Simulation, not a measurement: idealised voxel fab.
process module | voxel ribs on slabs
cross-section cut | 245 nm wide | cells 5 nm
A cross-section is a grid of square cells, given in bands from the top down. A band is one or more rows of cells.
Each band's line starts with the height of the band's top and of its bottom, in nm. Then come its materials from left to right, each with its width in nm. One material with "throughout" fills the band from edge to edge. "air" is empty space.
Height 0 is the level under which the wafer as received is all one material. The lowest band goes on downwards, as in "0 down".
A width such as "30 to 40" changes by the same amount from each row of cells to the next, from the band's top row to its bottom row.
"no change" after a step means that no cell of the cross-section changed.
closed voids: empty space of 8 cells or more with no open way to the top, each as width x height at its distance from the left edge, in nm
after a step's settings: what the simulator itself notes on the step
overlay nm, on a step with a mask: how far to the right of its planned place the mask lay; to the left if negative
plan
1 op RECEIVE | material Si
2 op DIRECTIONAL_DEP | material SiO2 | thk nm 20
3 op DIRECTIONAL_DEP | material SiN | thk nm 20
4 op MASKED_ETCH | tone cover | mask id RIB | width nm 15 | etch materials SiN | depth nm 10 | overlay nm 0
5 op MASKED_ETCH | tone cover | mask id SLAB | width nm 45 | etch materials SiN | depth nm 10 | overlay nm 0
6 op FILL_DEP | material SiO2 | thk nm 25
7 op CMP | height nm 55
8 op DIRECTIONAL_DEP | material W | thk nm 10
9 op DIRECTIONAL_DEP | material aC | thk nm 15
10 op PATTERN | tone cover | mask id HEATER | material resist | width nm 25 | thk nm 30 | overlay nm 0
11 op DIRECTIONAL_ETCH | etch materials aC | depth nm 15
12 op STRIP | etch materials resist
13 op DIRECTIONAL_ETCH | etch materials W | depth nm 10
14 op STRIP | etch materials aC
15 op CONFORMAL_DEP | material SiO2 | thk nm 5
as received, after step 1
  0 down: Si throughout
  closed voids: none
a wafer at the end: this start, this plan, one mistake
  70 to 65: air 105 | SiO2 35 | air 105
  65 to 60: air 105 | SiO2 5 | W 25 | SiO2 5 | air 105
  60 to 55: SiO2 110 | W 25 | SiO2 110
  55 to 40: SiO2 throughout
  40 to 30: SiO2 115 | SiN 15 | SiO2 115
  30 to 20: SiO2 105 | SiN 35 | SiO2 105
  20 to 0: SiO2 throughout
  0 down: Si throughout
  closed voids: none
what went wrong: step 5 ran as: op MASKED_ETCH | tone cover | mask id SLAB | width nm 35 | etch materials SiN | depth nm 10 | overlay nm 0
